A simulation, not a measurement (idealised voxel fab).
The process module presented herein is designated voxel double patterning.
Square cells of 5 nm make up the cross-section cut, whose width is 200 nm.
In what follows, cross-sections appear as grids of square cells, described through bands that run from the top down, where every band is one or more rows of cells. Within each band entry, the heights of the top and of the bottom of the band appear first, in that order and in nm; the materials of the band then follow from left to right, each with its corresponding width in nm. The designation "edge to edge" on a single material indicates that it fills the band from edge to edge; the designation "air" indicates empty space. Height reference: 0 = level under which incoming wafer is all one material. Lowest band: no bottom, runs on downward, e.g. "0 and below". A two-number width, for instance "30->40", indicates that the width is equal to the first number in the top row of the band and to the second number in the bottom row, and that it changes by a constant amount per row of cells. Given "no change" for a step, no cell of the cross-section differs between before and after that step. Any empty space of 8 cells or more lacking an open way to the top shows up in "Closed cavity list" as width x height at distance, distance from the left edge, in nm. Post-settings text on a step line: simulator's own remark regarding the step. When a step includes a mask, the "overlay nm" setting on its line states how far to the right of its planned place that mask lay, and negative values state how far to the left.
[The planned process steps are enumerated hereunder]
step 1: op RECEIVE | material Si
step 2: op CONFORMAL_DEP | material SiO2 | thk nm 5
step 3: op DIRECTIONAL_DEP | material W | thk nm 10
step 4: op DIRECTIONAL_DEP | material SiCN | thk nm 10
step 5: op DIRECTIONAL_DEP | material aC | thk nm 15
step 6: op PATTERN | tone open | mask id FIRST | material resist | width nm 15 | pitch nm 50 | thk nm 30 | overlay nm 0
step 7: op DIRECTIONAL_ETCH | etch materials aC | depth nm 15
step 8: op STRIP | etch materials resist
step 9: op DIRECTIONAL_ETCH | etch materials SiCN | depth nm 5
step 10: op STRIP | etch materials aC
step 11: op PATTERN | tone open | mask id SECOND | material resist | width nm 15 | thk nm 15 | overlay nm 0
step 12: op DIRECTIONAL_ETCH | etch materials SiCN | depth nm 10
step 13: op STRIP | etch materials resist
step 14: op DIRECTIONAL_ETCH | etch materials W | depth nm 10
step 15: op STRIP | etch materials SiCN
The plan's step 9 depth nm is the first wafer's value; the wafers differ in this setting and start identical.
[Sectional view: first of several wafers, as received, after step 1]
- 0 and below | Si edge to edge
- Closed cavity list: none
[Wafer rows, end of module: cells per material gained (+) or lost (-) since receipt; closed voids last]
depth nm 5 | +40 SiO2 | +74 W | Closed cavity list: none
depth nm 10 | +40 SiO2 | +62 W | Closed cavity list: none
depth nm 15 | +40 SiO2 | +62 W | Closed cavity list: none
depth nm 20 | +40 SiO2 | +62 W | Closed cavity list: none
depth nm 25 | +40 SiO2 | +62 W | Closed cavity list: none
